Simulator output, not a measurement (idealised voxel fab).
voxel self aligned vias: a process module
The cross-section on display is named cut; it measures 155 nm wide, and its cells are 5 nm squares.
Square cells in a grid make up a cross-section in this document, and the grid is given as bands, listed from the top down, each one or more rows of cells.
What a band's entry tells you: where the top is and where the bottom is, as heights in nm, and after that what lies inside, material by material from left to right, each with its width in nm. Empty space is written as the word "blank", and a single material marked with the word "throughout" occupies the band from edge to edge.
The reference from which all heights are counted is 0, the level beneath which the as-received wafer is entirely one material; the lowest band, having no lower bound, proceeds downward and is written after the example "top 0, no bottom".
So if you see something like "30->40" for the width, read it as the top row of the band sitting at the first number and the bottom row at the second, with every row in between moving by the same amount as the last.
Any step labelled "stayed the same" changed none of the cells in the cross-section.
What "Enclosed empty spaces" gives you is every empty space of 8 cells or more that is cut off from the top. Each appears as width x height at distance, with the distance taken from the left edge and width, height and distance all in nm.
The remark found on a step's line after its settings is issued by the simulator itself and pertains to that step.
overlay nm: right-of-plan distance of the mask on a masked step; negative values mean left-of-plan.
Every pair from here on: before one process step, after it. The after cross-section reaches only to the lowest band that changed. Below the pair: the step in between and its settings. Pairs can belong to different runs of this module on the same starting wafer; a pair carries on from the pair above only if the entry headed "Geometry before processing" says so.
**Geometry before processing**
  top 110, bottom 80  15 resist | 45 blank | 30 resist | 45 blank | 20 resist
  top 80, bottom 70  aC throughout
  top 70, bottom 50  lowk throughout
  top 50, bottom 45  SiCN throughout
  top 45, bottom 15  lowk throughout
  top 15, bottom 0  SiO2 throughout
  top 0, no bottom  Si throughout
  Enclosed empty spaces: none
**after**
  top 100, bottom 80  15 resist | 45 blank | 30 resist | 45 blank | 20 resist
  top 80, bottom 70  15 aC | 45 blank | 30 aC | 45 blank | 20 aC
  Under the height 70 nothing was changed.
  Enclosed empty spaces: none
Between before and after above, the operation and settings are DIRECTIONAL_ETCH [etch materials aC] [depth nm 10]
Geometry before processing: see the after view in the pair directly above.
**after**
  top 80, bottom 70  15 aC | 45 blank | 30 aC | 45 blank | 20 aC
  Under the height 70 nothing was changed.
  Enclosed empty spaces: none
Between before and after above, the operation and settings are STRIP [etch materials resist]
Geometry before processing: see the after view in the pair directly above.
**after**
  top 80, bottom 70  15 aC | 45 blank | 30 aC | 45 blank | 20 aC
  top 70, bottom 50  15 lowk | 45 blank | 30 lowk | 45 blank | 20 lowk
  Under the height 50 nothing was changed.
  Enclosed empty spaces: none
Between before and after above, the operation and settings are DIRECTIONAL_ETCH [etch materials lowk] [depth nm 20]
Geometry before processing: see the after view in the pair directly above.
**after**
  top 70, bottom 50  15 lowk | 45 blank | 30 lowk | 45 blank | 20 lowk
  Under the height 50 nothing was changed.
  Enclosed empty spaces: none
Between before and after above, the operation and settings are STRIP [etch materials aC]
Geometry before processing: see the after view in the pair directly above.
**after**
  top 75, bottom 70  20 TiN | 35 blank | 40 TiN | 35 blank | 25 TiN
  top 70, bottom 55  15 lowk | 5 TiN | 35 blank | 5 TiN | 30 lowk | 5 TiN | 35 blank | 5 TiN | 20 lowk
  top 55, bottom 50  15 lowk | 45 TiN | 30 lowk | 45 TiN | 20 lowk
  Under the height 50 nothing was changed.
  Enclosed empty spaces: none
Between before and after above, the operation and settings are CONFORMAL_DEP [material TiN] [thk nm 5]
Geometry before processing: see the after view in the pair directly above.
**after**
  top 85, bottom 75  Ru throughout
  top 75, bottom 70  20 TiN | 35 Ru | 40 TiN | 35 Ru | 25 TiN
  top 70, bottom 55  15 lowk | 5 TiN | 35 Ru | 5 TiN | 30 lowk | 5 TiN | 35 Ru | 5 TiN | 20 lowk
  Under the height 55 nothing was changed.
  Enclosed empty spaces: none
Between before and after above, the operation and settings are FILL_DEP [material Ru] [thk nm 10]
Geometry before processing: see the after view in the pair directly above.
**after**
  top 70, bottom 55  15 lowk | 5 TiN | 35 Ru | 5 TiN | 30 lowk | 5 TiN | 35 Ru | 5 TiN | 20 lowk
  Under the height 55 nothing was changed.
  Enclosed empty spaces: none
Between before and after above, the operation and settings are CMP [height nm 70]
Geometry before processing: see the after view in the pair directly above.
**after**
  top 75, bottom 70  SiCN throughout
  Under the height 70 nothing was changed.
  Enclosed empty spaces: none
Between before and after above, the operation and settings are CONFORMAL_DEP [material SiCN] [thk nm 5]
**Geometry before processing**
  top 80, bottom 70  15 aC | 45 blank | 30 aC | 45 blank | 20 aC
  top 70, bottom 50  lowk throughout
  top 50, bottom 45  25 lowk | 25 SiN | 50 lowk | 25 SiN | 30 lowk
  top 45, bottom 25  25 lowk | 5 TiN | 15 Ru | 5 TiN | 50 lowk | 5 TiN | 15 Ru | 5 TiN | 30 lowk
  top 25, bottom 20  25 lowk | 25 TiN | 50 lowk | 25 TiN | 30 lowk
  top 20, bottom 15  SiCN throughout
  top 15, bottom 0  SiO2 throughout
  top 0, no bottom  Si throughout
  Enclosed empty spaces: none
**after**
  top 80, bottom 70  15 aC | 45 blank | 30 aC | 45 blank | 20 aC
  top 70, bottom 50  15 lowk | 45 blank | 30 lowk | 45 blank | 20 lowk
  top 50, bottom 45  15 lowk | 10 blank | 25 SiN | 10 blank | 30 lowk | 10 blank | 25 SiN | 10 blank | 20 lowk
  top 45, bottom 40  15 lowk | 10 blank | 5 TiN | 15 Ru | 5 TiN | 10 blank | 30 lowk | 10 blank | 5 TiN | 15 Ru | 5 TiN | 10 blank | 20 lowk
  Under the height 40 nothing was changed.
  Enclosed empty spaces: none
Between before and after above, the operation and settings are DIRECTIONAL_ETCH [etch materials lowk] [depth nm 30]
Geometry before processing: see the after view in the pair directly above.
**after**
  top 80, bottom 70  15 aC | 45 blank | 30 aC | 45 blank | 20 aC
  top 70, bottom 45  15 lowk | 45 blank | 30 lowk | 45 blank | 20 lowk
  Under the height 45 nothing was changed.
  Enclosed empty spaces: none
Between before and after above, the operation and settings are DIRECTIONAL_ETCH [etch materials SiN] [depth nm 5]
Geometry before processing: see the after view in the pair directly above.
**after**
  top 70, bottom 45  15 lowk | 45 blank | 30 lowk | 45 blank | 20 lowk
  Under the height 45 nothing was changed.
  Enclosed empty spaces: none
Between before and after above, the operation and settings are STRIP [etch materials aC]
Geometry before processing: see the after view in the pair directly above.
**after**
  top 75, bottom 70  20 TiN | 35 blank | 40 TiN | 35 blank | 25 TiN
  top 70, bottom 50  15 lowk | 5 TiN | 35 blank | 5 TiN | 30 lowk | 5 TiN | 35 blank | 5 TiN | 20 lowk
  top 50, bottom 45  15 lowk | 45 TiN | 30 lowk | 45 TiN | 20 lowk
  top 45, bottom 40  15 lowk | 15 TiN | 15 Ru | 15 TiN | 30 lowk | 15 TiN | 15 Ru | 15 TiN | 20 lowk
  Under the height 40 nothing was changed.
  Enclosed empty spaces: none
Between before and after above, the operation and settings are CONFORMAL_DEP [material TiN] [thk nm 5]
Geometry before processing: see the after view in the pair directly above.
**after**
  top 85, bottom 75  Ru throughout
  top 75, bottom 70  20 TiN | 35 Ru | 40 TiN | 35 Ru | 25 TiN
  top 70, bottom 50  15 lowk | 5 TiN | 35 Ru | 5 TiN | 30 lowk | 5 TiN | 35 Ru | 5 TiN | 20 lowk
  Under the height 50 nothing was changed.
  Enclosed empty spaces: none
Between before and after above, the operation and settings are FILL_DEP [material Ru] [thk nm 10]
Geometry before processing: see the after view in the pair directly above.
**after**
  top 70, bottom 50  15 lowk | 5 TiN | 35 Ru | 5 TiN | 30 lowk | 5 TiN | 35 Ru | 5 TiN | 20 lowk
  Under the height 50 nothing was changed.
  Enclosed empty spaces: none
Between before and after above, the operation and settings are CMP [height nm 70]
Geometry before processing: see the after view in the pair directly above.
**after**
  top 75, bottom 70  SiCN throughout
  Under the height 70 nothing was changed.
  Enclosed empty spaces: none
Between before and after above, the operation and settings are CONFORMAL_DEP [material SiCN] [thk nm 5]
**Geometry before processing**
  top 80, bottom 70  aC throughout
  top 70, bottom 50  lowk throughout
  top 50, bottom 45  25 lowk | 25 SiN | 50 lowk | 25 SiN | 30 lowk
  top 45, bottom 25  25 lowk | 5 TiN | 15 Ru | 5 TiN | 50 lowk | 5 TiN | 15 Ru | 5 TiN | 30 lowk
  top 25, bottom 20  25 lowk | 25 TiN | 50 lowk | 25 TiN | 30 lowk
  top 20, bottom 15  SiCN throughout
  top 15, bottom 0  SiO2 throughout
  top 0, no bottom  Si throughout
  Enclosed empty spaces: none
**after**
  top 110, bottom 80  20 resist | 35 blank | 40 resist | 35 blank | 25 resist
  Under the height 80 nothing was changed.
  Enclosed empty spaces: none
Between before and after above, the operation and settings are PATTERN [tone open] [mask id VIAS] [material resist] [width nm 35] [pitch nm 75] [thk nm 30] [overlay nm 0]
Geometry before processing: see the after view in the pair directly above.
**after**
  top 100, bottom 80  20 resist | 35 blank | 40 resist | 35 blank | 25 resist
  top 80, bottom 70  20 aC | 35 blank | 40 aC | 35 blank | 25 aC
  Under the height 70 nothing was changed.
  Enclosed empty spaces: none
Between before and after above, the operation and settings are DIRECTIONAL_ETCH [etch materials aC] [depth nm 10]
Geometry before processing: see the after view in the pair directly above.
**after**
  top 80, bottom 70  20 aC | 35 blank | 40 aC | 35 blank | 25 aC
  Under the height 70 nothing was changed.
  Enclosed empty spaces: none
Between before and after above, the operation and settings are STRIP [etch materials resist]
Geometry before processing: see the after view in the pair directly above.
**after**
  top 80, bottom 70  20 aC | 35 blank | 40 aC | 35 blank | 25 aC
  top 70, bottom 50  20 lowk | 35 blank | 40 lowk | 35 blank | 25 lowk
  Under the height 50 nothing was changed.
  Enclosed empty spaces: none
Between before and after above, the operation and settings are DIRECTIONAL_ETCH [etch materials lowk] [depth nm 20]
Geometry before processing: see the after view in the pair directly above.
**after**
  top 80, bottom 70  20 aC | 35 blank | 40 aC | 35 blank | 25 aC
  top 70, bottom 50  20 lowk | 35 blank | 40 lowk | 35 blank | 25 lowk
  top 50, bottom 45  25 lowk | 25 blank | 50 lowk | 25 blank | 30 lowk
  Under the height 45 nothing was changed.
  Enclosed empty spaces: none
Between before and after above, the operation and settings are DIRECTIONAL_ETCH [etch materials SiN] [depth nm 5]
Geometry before processing: see the after view in the pair directly above.
**after**
  top 70, bottom 50  20 lowk | 35 blank | 40 lowk | 35 blank | 25 lowk
  Under the height 50 nothing was changed.
  Enclosed empty spaces: none
Between before and after above, the operation and settings are STRIP [etch materials aC]
Geometry before processing: see the after view in the pair directly above.
**after**
  top 75, bottom 70  25 TiN | 25 blank | 50 TiN | 25 blank | 30 TiN
  top 70, bottom 55  20 lowk | 5 TiN | 25 blank | 5 TiN | 40 lowk | 5 TiN | 25 blank | 5 TiN | 25 lowk
  top 55, bottom 50  20 lowk | 10 TiN | 15 blank | 10 TiN | 40 lowk | 10 TiN | 15 blank | 10 TiN | 25 lowk
  top 50, bottom 45  25 lowk | 25 TiN | 50 lowk | 25 TiN | 30 lowk
  Under the height 45 nothing was changed.
  Enclosed empty spaces: none
Between before and after above, the operation and settings are CONFORMAL_DEP [material TiN] [thk nm 5]
Geometry before processing: see the after view in the pair directly above.
**after**
  top 85, bottom 75  Ru throughout
  top 75, bottom 70  25 TiN | 25 Ru | 50 TiN | 25 Ru | 30 TiN
  top 70, bottom 55  20 lowk | 5 TiN | 25 Ru | 5 TiN | 40 lowk | 5 TiN | 25 Ru | 5 TiN | 25 lowk
  top 55, bottom 50  20 lowk | 10 TiN | 15 Ru | 10 TiN | 40 lowk | 10 TiN | 15 Ru | 10 TiN | 25 lowk
  Under the height 50 nothing was changed.
  Enclosed empty spaces: none
Between before and after above, the operation and settings are FILL_DEP [material Ru] [thk nm 10]
Geometry before processing: see the after view in the pair directly above.
**after**
  top 70, bottom 55  20 lowk | 5 TiN | 25 Ru | 5 TiN | 40 lowk | 5 TiN | 25 Ru | 5 TiN | 25 lowk
  Under the height 55 nothing was changed.
  Enclosed empty spaces: none
Between before and after above, the operation and settings are CMP [height nm 70]
Geometry before processing: see the after view in the pair directly above.
**after**
  top 75, bottom 70  SiCN throughout
  Under the height 70 nothing was changed.
  Enclosed empty spaces: none
Between before and after above, the operation and settings are CONFORMAL_DEP [material SiCN] [thk nm 5]
**Geometry before processing**
  top 65, bottom 50  aC throughout
  top 50, bottom 20  lowk throughout
  top 20, bottom 15  SiCN throughout
  top 15, bottom 0  SiO2 throughout
  top 0, no bottom  Si throughout
  Enclosed empty spaces: none
**after**
  top 100, bottom 65  20 resist | 25 blank | 50 resist | 25 blank | 35 resist
  Under the height 65 nothing was changed.
  Enclosed empty spaces: none
Between before and after above, the operation and settings are PATTERN [tone open] [mask id LINES] [material resist] [width nm 25] [pitch nm 75] [thk nm 35] [overlay nm -5]
Geometry before processing: see the after view in the pair directly above.
**after**
  top 85, bottom 65  20 resist | 25 blank | 50 resist | 25 blank | 35 resist
  top 65, bottom 50  20 aC | 25 blank | 50 aC | 25 blank | 35 aC
  Under the height 50 nothing was changed.
  Enclosed empty spaces: none
Between before and after above, the operation and settings are DIRECTIONAL_ETCH [etch materials aC] [depth nm 15]
Geometry before processing: see the after view in the pair directly above.
**after**
  top 65, bottom 50  20 aC | 25 blank | 50 aC | 25 blank | 35 aC
  Under the height 50 nothing was changed.
  Enclosed empty spaces: none
Between before and after above, the operation and settings are STRIP [etch materials resist]
Geometry before processing: see the after view in the pair directly above.
**after**
  top 65, bottom 50  20 aC | 25 blank | 50 aC | 25 blank | 35 aC
  top 50, bottom 20  20 lowk | 25 blank | 50 lowk | 25 blank | 35 lowk
  Under the height 20 nothing was changed.
  Enclosed empty spaces: none
Between before and after above, the operation and settings are DIRECTIONAL_ETCH [etch materials lowk] [depth nm 30]
Geometry before processing: see the after view in the pair directly above.
**after**
  top 50, bottom 20  20 lowk | 25 blank | 50 lowk | 25 blank | 35 lowk
  Under the height 20 nothing was changed.
  Enclosed empty spaces: none
Between before and after above, the operation and settings are STRIP [etch materials aC]
Geometry before processing: see the after view in the pair directly above.
**after**
  top 55, bottom 50  25 TiN | 15 blank | 60 TiN | 15 blank | 40 TiN
  top 50, bottom 25  20 lowk | 5 TiN | 15 blank | 5 TiN | 50 lowk | 5 TiN | 15 blank | 5 TiN | 35 lowk
  top 25, bottom 20  20 lowk | 25 TiN | 50 lowk | 25 TiN | 35 lowk
  Under the height 20 nothing was changed.
  Enclosed empty spaces: none
Between before and after above, the operation and settings are CONFORMAL_DEP [material TiN] [thk nm 5]
Geometry before processing: see the after view in the pair directly above.
**after**
  top 60, bottom 55  Ru throughout
  top 55, bottom 50  25 TiN | 15 Ru | 60 TiN | 15 Ru | 40 TiN
  top 50, bottom 25  20 lowk | 5 TiN | 15 Ru | 5 TiN | 50 lowk | 5 TiN | 15 Ru | 5 TiN | 35 lowk
  Under the height 25 nothing was changed.
  Enclosed empty spaces: none
Between before and after above, the operation and settings are FILL_DEP [material Ru] [thk nm 5]
Geometry before processing: see the after view in the pair directly above.
**after**
  top 50, bottom 25  20 lowk | 5 TiN | 15 Ru | 5 TiN | 50 lowk | 5 TiN | 15 Ru | 5 TiN | 35 lowk
  Under the height 25 nothing was changed.
  Enclosed empty spaces: none
Between before and after above, the operation and settings are CMP [height nm 50]
Geometry before processing: see the after view in the pair directly above.
**after**
  top 50, bottom 45  20 lowk | 25 blank | 50 lowk | 25 blank | 35 lowk
  Under the height 45 nothing was changed.
  Enclosed empty spaces: none
Between before and after above, the operation and settings are SELECTIVE_ETCH [etch materials W Ru TiN] [depth nm 5]
Geometry before processing: see the after view in the pair directly above.
**after**
  top 60, bottom 50  SiN throughout
  top 50, bottom 45  20 lowk | 25 SiN | 50 lowk | 25 SiN | 35 lowk
  Under the height 45 nothing was changed.
  Enclosed empty spaces: none
Between before and after above, the operation and settings are FILL_DEP [material SiN] [thk nm 10]
Geometry before processing: see the after view in the pair directly above.
**after**
  top 50, bottom 45  20 lowk | 25 SiN | 50 lowk | 25 SiN | 35 lowk
  Under the height 45 nothing was changed.
  Enclosed empty spaces: none
Between before and after above, the operation and settings are CMP [height nm 50]
Geometry before processing: see the after view in the pair directly above.
**after**
  top 70, bottom 50  lowk throughout
  Under the height 50 nothing was changed.
  Enclosed empty spaces: none
Between before and after above, the operation and settings are DIRECTIONAL_DEP [material lowk] [thk nm 20]
Geometry before processing: see the after view in the pair directly above.
**after**
  top 80, bottom 70  aC throughout
  Under the height 70 nothing was changed.
  Enclosed empty spaces: none
Between before and after above, the operation and settings are DIRECTIONAL_DEP [material aC] [thk nm 10]
Geometry before processing: see the after view in the pair directly above.
**after**
  top 110, bottom 80  15 resist | 45 blank | 30 resist | 45 blank | 20 resist
  Under the height 80 nothing was changed.
  Enclosed empty spaces: none
Between before and after above, the operation and settings are PATTERN [tone open] [mask id VIAS] [material resist] [width nm 45] [pitch nm 75] [thk nm 30] [overlay nm 0]
Geometry before processing: see the after view in the pair directly above.
**after**
  top 100, bottom 80  15 resist | 45 blank | 30 resist | 45 blank | 20 resist
  top 80, bottom 70  15 aC | 45 blank | 30 aC | 45 blank | 20 aC
  Under the height 70 nothing was changed.
  Enclosed empty spaces: none
Between before and after above, the operation and settings are DIRECTIONAL_ETCH [etch materials aC] [depth nm 10]
Geometry before processing: see the after view in the pair directly above.
**after**
  top 80, bottom 70  15 aC | 45 blank | 30 aC | 45 blank | 20 aC
  Under the height 70 nothing was changed.
  Enclosed empty spaces: none
Between before and after above, the operation and settings are STRIP [etch materials resist]
Geometry before processing: see the after view in the pair directly above.
**after**
  top 80, bottom 70  15 aC | 45 blank | 30 aC | 45 blank | 20 aC
  top 70, bottom 50  15 lowk | 45 blank | 30 lowk | 45 blank | 20 lowk
  Under the height 50 nothing was changed.
  Enclosed empty spaces: none
Between before and after above, the operation and settings are DIRECTIONAL_ETCH [etch materials lowk] [depth nm 20]
Geometry before processing: see the after view in the pair directly above.
**after**
  top 80, bottom 70  15 aC | 45 blank | 30 aC | 45 blank | 20 aC
  top 70, bottom 50  15 lowk | 45 blank | 30 lowk | 45 blank | 20 lowk
  top 50, bottom 45  20 lowk | 25 blank | 50 lowk | 25 blank | 35 lowk
  Under the height 45 nothing was changed.
  Enclosed empty spaces: none
Between before and after above, the operation and settings are DIRECTIONAL_ETCH [etch materials SiN] [depth nm 5]
Geometry before processing: see the after view in the pair directly above.
**after**
  top 70, bottom 50  15 lowk | 45 blank | 30 lowk | 45 blank | 20 lowk
  Under the height 50 nothing was changed.
  Enclosed empty spaces: none
Between before and after above, the operation and settings are STRIP [etch materials aC]
Geometry before processing: see the after view in the pair directly above.
**after**
  top 75, bottom 70  20 TiN | 35 blank | 40 TiN | 35 blank | 25 TiN
  top 70, bottom 55  15 lowk | 5 TiN | 35 blank | 5 TiN | 30 lowk | 5 TiN | 35 blank | 5 TiN | 20 lowk
  top 55, bottom 50  15 lowk | 10 TiN | 15 blank | 20 TiN | 30 lowk | 10 TiN | 15 blank | 20 TiN | 20 lowk
  top 50, bottom 45  20 lowk | 25 TiN | 50 lowk | 25 TiN | 35 lowk
  Under the height 45 nothing was changed.
  Enclosed empty spaces: none
Between before and after above, the operation and settings are CONFORMAL_DEP [material TiN] [thk nm 5]
Geometry before processing: see the after view in the pair directly above.
**after**
  top 85, bottom 75  Ru throughout
  top 75, bottom 70  20 TiN | 35 Ru | 40 TiN | 35 Ru | 25 TiN
  top 70, bottom 55  15 lowk | 5 TiN | 35 Ru | 5 TiN | 30 lowk | 5 TiN | 35 Ru | 5 TiN | 20 lowk
  top 55, bottom 50  15 lowk | 10 TiN | 15 Ru | 20 TiN | 30 lowk | 10 TiN | 15 Ru | 20 TiN | 20 lowk
  Under the height 50 nothing was changed.
  Enclosed empty spaces: none
Between before and after above, the operation and settings are FILL_DEP [material Ru] [thk nm 10]
Geometry before processing: see the after view in the pair directly above.
**after**
  top 70, bottom 55  15 lowk | 5 TiN | 35 Ru | 5 TiN | 30 lowk | 5 TiN | 35 Ru | 5 TiN | 20 lowk
  Under the height 55 nothing was changed.
  Enclosed empty spaces: none
Between before and after above, the operation and settings are CMP [height nm 70]
Geometry before processing: see the after view in the pair directly above.
**after**
  top 75, bottom 70  SiCN throughout
  Under the height 70 nothing was changed.
  Enclosed empty spaces: none
Between before and after above, the operation and settings are CONFORMAL_DEP [material SiCN] [thk nm 5]
**Geometry before processing**
  top 50, bottom 25  25 lowk | 5 TiN | 15 Ru | 5 TiN | 50 lowk | 5 TiN | 15 Ru | 5 TiN | 30 lowk
  top 25, bottom 20  25 lowk | 25 TiN | 50 lowk | 25 TiN | 30 lowk
  top 20, bottom 15  SiCN throughout
  top 15, bottom 0  SiO2 throughout
  top 0, no bottom  Si throughout
  Enclosed empty spaces: none
**after**
  top 50, bottom 45  25 blank | 5 TiN | 15 Ru | 5 TiN | 50 blank | 5 TiN | 15 Ru | 5 TiN | 30 blank
  Under the height 45 nothing was changed.
  Enclosed empty spaces: none
Between before and after above, the operation and settings are SELECTIVE_ETCH [etch materials lowk] [depth nm 5]
Geometry before processing: see the after view in the pair directly above.
**after**
  top 60, bottom 50  SiN throughout
  top 50, bottom 45  25 SiN | 5 TiN | 15 Ru | 5 TiN | 50 SiN | 5 TiN | 15 Ru | 5 TiN | 30 SiN
  Under the height 45 nothing was changed.
  Enclosed empty spaces: none
Between before and after above, the operation and settings are FILL_DEP [material SiN] [thk nm 10]
Geometry before processing: see the after view in the pair directly above.
**after**
  top 50, bottom 45  25 SiN | 5 TiN | 15 Ru | 5 TiN | 50 SiN | 5 TiN | 15 Ru | 5 TiN | 30 SiN
  Under the height 45 nothing was changed.
  Enclosed empty spaces: none
Between before and after above, the operation and settings are CMP [height nm 50]
Geometry before processing: see the after view in the pair directly above.
**after**
  top 70, bottom 50  lowk throughout
  Under the height 50 nothing was changed.
  Enclosed empty spaces: none
Between before and after above, the operation and settings are DIRECTIONAL_DEP [material lowk] [thk nm 20]
Geometry before processing: see the after view in the pair directly above.
**after**
  top 80, bottom 70  aC throughout
  Under the height 70 nothing was changed.
  Enclosed empty spaces: none
Between before and after above, the operation and settings are DIRECTIONAL_DEP [material aC] [thk nm 10]
Geometry before processing: see the after view in the pair directly above.
**after**
  top 110, bottom 80  15 resist | 45 blank | 30 resist | 45 blank | 20 resist
  Under the height 80 nothing was changed.
  Enclosed empty spaces: none
Between before and after above, the operation and settings are PATTERN [tone open] [mask id VIAS] [material resist] [width nm 45] [pitch nm 75] [thk nm 30] [overlay nm 0]
Geometry before processing: see the after view in the pair directly above.
**after**
  top 100, bottom 80  15 resist | 45 blank | 30 resist | 45 blank | 20 resist
  top 80, bottom 70  15 aC | 45 blank | 30 aC | 45 blank | 20 aC
  Under the height 70 nothing was changed.
  Enclosed empty spaces: none
Between before and after above, the operation and settings are DIRECTIONAL_ETCH [etch materials aC] [depth nm 10]
Geometry before processing: see the after view in the pair directly above.
**after**
  top 80, bottom 70  15 aC | 45 blank | 30 aC | 45 blank | 20 aC
  Under the height 70 nothing was changed.
  Enclosed empty spaces: none
Between before and after above, the operation and settings are STRIP [etch materials resist]
Geometry before processing: see the after view in the pair directly above.
**after**
  top 80, bottom 70  15 aC | 45 blank | 30 aC | 45 blank | 20 aC
  top 70, bottom 50  15 lowk | 45 blank | 30 lowk | 45 blank | 20 lowk
  Under the height 50 nothing was changed.
  Enclosed empty spaces: none
Between before and after above, the operation and settings are DIRECTIONAL_ETCH [etch materials lowk] [depth nm 20]
Geometry before processing: see the after view in the pair directly above.
**after**
  top 80, bottom 70  15 aC | 45 blank | 30 aC | 45 blank | 20 aC
  top 70, bottom 50  15 lowk | 45 blank | 30 lowk | 45 blank | 20 lowk
  top 50, bottom 45  15 SiN | 10 blank | 5 TiN | 15 Ru | 5 TiN | 10 blank | 30 SiN | 10 blank | 5 TiN | 15 Ru | 5 TiN | 10 blank | 20 SiN
  Under the height 45 nothing was changed.
  Enclosed empty spaces: none
Between before and after above, the operation and settings are DIRECTIONAL_ETCH [etch materials SiN] [depth nm 5]
Geometry before processing: see the after view in the pair directly above.
**after**
  top 70, bottom 50  15 lowk | 45 blank | 30 lowk | 45 blank | 20 lowk
  Under the height 50 nothing was changed.
  Enclosed empty spaces: none
Between before and after above, the operation and settings are STRIP [etch materials aC]
Geometry before processing: see the after view in the pair directly above.
**after**
  top 75, bottom 70  20 TiN | 35 blank | 40 TiN | 35 blank | 25 TiN
  top 70, bottom 55  15 lowk | 5 TiN | 35 blank | 5 TiN | 30 lowk | 5 TiN | 35 blank | 5 TiN | 20 lowk
  top 55, bottom 50  15 lowk | 45 TiN | 30 lowk | 45 TiN | 20 lowk
  top 50, bottom 45  15 SiN | 15 TiN | 15 Ru | 15 TiN | 30 SiN | 15 TiN | 15 Ru | 15 TiN | 20 SiN
  Under the height 45 nothing was changed.
  Enclosed empty spaces: none
Between before and after above, the operation and settings are CONFORMAL_DEP [material TiN] [thk nm 5]
Geometry before processing: see the after view in the pair directly above.
**after**
  top 85, bottom 75  Ru throughout
  top 75, bottom 70  20 TiN | 35 Ru | 40 TiN | 35 Ru | 25 TiN
  top 70, bottom 55  15 lowk | 5 TiN | 35 Ru | 5 TiN | 30 lowk | 5 TiN | 35 Ru | 5 TiN | 20 lowk
  Under the height 55 nothing was changed.
  Enclosed empty spaces: none
Between before and after above, the operation and settings are FILL_DEP [material Ru] [thk nm 10]
Geometry before processing: see the after view in the pair directly above.
**after**
  top 70, bottom 55  15 lowk | 5 TiN | 35 Ru | 5 TiN | 30 lowk | 5 TiN | 35 Ru | 5 TiN | 20 lowk
  Under the height 55 nothing was changed.
  Enclosed empty spaces: none
Between before and after above, the operation and settings are CMP [height nm 70]
Geometry before processing: see the after view in the pair directly above.
**after**
  top 75, bottom 70  SiCN throughout
  Under the height 70 nothing was changed.
  Enclosed empty spaces: none
Between before and after above, the operation and settings are CONFORMAL_DEP [material SiCN] [thk nm 5]
**Geometry before processing**
  top 80, bottom 70  aC throughout
  top 70, bottom 50  lowk throughout
  top 50, bottom 45  25 lowk | 25 SiN | 50 lowk | 25 SiN | 30 lowk
  top 45, bottom 25  25 lowk | 5 TiN | 15 Ru | 5 TiN | 50 lowk | 5 TiN | 15 Ru | 5 TiN | 30 lowk
  top 25, bottom 20  25 lowk | 25 TiN | 50 lowk | 25 TiN | 30 lowk
  top 20, bottom 15  SiCN throughout
  top 15, bottom 0  SiO2 throughout
  top 0, no bottom  Si throughout
  Enclosed empty spaces: none
**after**
  top 110, bottom 80  15 blank | 45 resist | 30 blank | 45 resist | 20 blank
  Under the height 80 nothing was changed.
  Enclosed empty spaces: none
Between before and after above, the operation and settings are PATTERN [tone cover] [mask id VIAS] [material resist] [width nm 45] [pitch nm 75] [thk nm 30] [overlay nm 0]
Geometry before processing: see the after view in the pair directly above.
**after**
  top 100, bottom 80  15 blank | 45 resist | 30 blank | 45 resist | 20 blank
  top 80, bottom 70  15 blank | 45 aC | 30 blank | 45 aC | 20 blank
  Under the height 70 nothing was changed.
  Enclosed empty spaces: none
Between before and after above, the operation and settings are DIRECTIONAL_ETCH [etch materials aC] [depth nm 10]
Geometry before processing: see the after view in the pair directly above.
**after**
  top 80, bottom 70  15 blank | 45 aC | 30 blank | 45 aC | 20 blank
  Under the height 70 nothing was changed.
  Enclosed empty spaces: none
Between before and after above, the operation and settings are STRIP [etch materials resist]
Geometry before processing: see the after view in the pair directly above.
**after**
  top 80, bottom 70  15 blank | 45 aC | 30 blank | 45 aC | 20 blank
  top 70, bottom 50  15 blank | 45 lowk | 30 blank | 45 lowk | 20 blank
  Under the height 50 nothing was changed.
  Enclosed empty spaces: none
Between before and after above, the operation and settings are DIRECTIONAL_ETCH [etch materials lowk] [depth nm 20]
Geometry before processing: see the after view in the pair directly above.
**after**
  top 70, bottom 50  15 blank | 45 lowk | 30 blank | 45 lowk | 20 blank
  Under the height 50 nothing was changed.
  Enclosed empty spaces: none
Between before and after above, the operation and settings are STRIP [etch materials aC]
Geometry before processing: see the after view in the pair directly above.
**after**
  top 75, bottom 70  10 blank | 55 TiN | 20 blank | 55 TiN | 15 blank
  top 70, bottom 55  10 blank | 5 TiN | 45 lowk | 5 TiN | 20 blank | 5 TiN | 45 lowk | 5 TiN | 15 blank
  top 55, bottom 50  15 TiN | 45 lowk | 30 TiN | 45 lowk | 20 TiN
  Under the height 50 nothing was changed.
  Enclosed empty spaces: none
Between before and after above, the operation and settings are CONFORMAL_DEP [material TiN] [thk nm 5]
Geometry before processing: see the after view in the pair directly above.
**after**
  top 85, bottom 75  Ru throughout
  top 75, bottom 70  10 Ru | 55 TiN | 20 Ru | 55 TiN | 15 Ru
  top 70, bottom 55  10 Ru | 5 TiN | 45 lowk | 5 TiN | 20 Ru | 5 TiN | 45 lowk | 5 TiN | 15 Ru
  Under the height 55 nothing was changed.
  Enclosed empty spaces: none
Between before and after above, the operation and settings are FILL_DEP [material Ru] [thk nm 10]
Geometry before processing: see the after view in the pair directly above.
**after**
  top 70, bottom 55  10 Ru | 5 TiN | 45 lowk | 5 TiN | 20 Ru | 5 TiN | 45 lowk | 5 TiN | 15 Ru
  Under the height 55 nothing was changed.
  Enclosed empty spaces: none
Between before and after above, the operation and settings are CMP [height nm 70]
Geometry before processing: see the after view in the pair directly above.
**after**
  top 75, bottom 70  SiCN throughout
  Under the height 70 nothing was changed.
  Enclosed empty spaces: none
Between before and after above, the operation and settings are CONFORMAL_DEP [material SiCN] [thk nm 5]
